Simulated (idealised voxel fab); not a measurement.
process module | voxel double patterning
The cross-section shown here is cut; it is 230 nm wide and divided into square cells measuring 5 nm on a side.
Cross-section, as written here: a square-cell grid given band by band from the top down, where a band holds one or more rows of cells.
This entry defines a band. It first specifies the height of the band's top and the height of its bottom in nm, and then specifies the band's materials from left to right, stating each material with its width in nm. The word "throughout" identifies a single material that fills the band from edge to edge, while the word "air" identifies empty space.
Height 0 is the level under which the wafer as received is all one material. The lowest band goes on downwards, as in "0 nm and below".
So if you see something like "30->40" for the width, read it as the top row of the band sitting at the first number and the bottom row at the second, with every row in between moving by the same amount as the last.
The cross-section has no changed cell in any step marked "nothing was modified".
Listed in "Closed internal voids": every empty space of 8 or more cells without an open way to the top. Form: width x height at distance, the distance being from the left edge, all in nm.
The remark found on a step's line after its settings is issued by the simulator itself and pertains to that step.
"overlay nm" on a masked step: distance the mask lay right of its planned place, negative for left.

THE STEPS PLANNED FOR THE PROCESS ARE AS FOLLOWS
1,RECEIVE,material Si
2,CONFORMAL_DEP,material SiO2,thk nm 5
3,DIRECTIONAL_DEP,material TiN,thk nm 10
4,DIRECTIONAL_DEP,material SiCN,thk nm 5
5,DIRECTIONAL_DEP,material aC,thk nm 15
6,PATTERN,tone open,mask id FIRST,material resist,width nm 15,pitch nm 50,thk nm 30,overlay nm 0
7,DIRECTIONAL_ETCH,etch materials aC,depth nm 15
8,STRIP,etch materials resist
9,DIRECTIONAL_ETCH,etch materials SiCN,depth nm 5
10,STRIP,etch materials aC
11,MASKED_ETCH,tone open,mask id SECOND,width nm 15,etch materials SiCN,depth nm 5,overlay nm 0
12,DIRECTIONAL_ETCH,etch materials TiN,depth nm 10
13,STRIP,etch materials SiCN

CROSS-SECTION OF THE WAFER UPON ARRIVAL, REPRESENTING THE STATE REACHED AFTER STEP 1
  0 nm and below = Si throughout
  Closed internal voids: none

FINAL CROSS-SECTION, MODULE RUN WITH ONE MISTAKE (START AND PLAN AS ABOVE)
  15 nm to 5 nm = TiN 80, air 15, TiN 10, air 20, TiN 5, air 15, TiN 85
  5 nm to 0 nm = SiO2 throughout
  0 nm and below = Si throughout
  Closed internal voids: none
Run error: so step 11 ended up running with a different setting than we planned, it ran as MASKED_ETCH,tone open,mask id SECOND,width nm 20,etch materials SiCN,depth nm 5,overlay nm 0
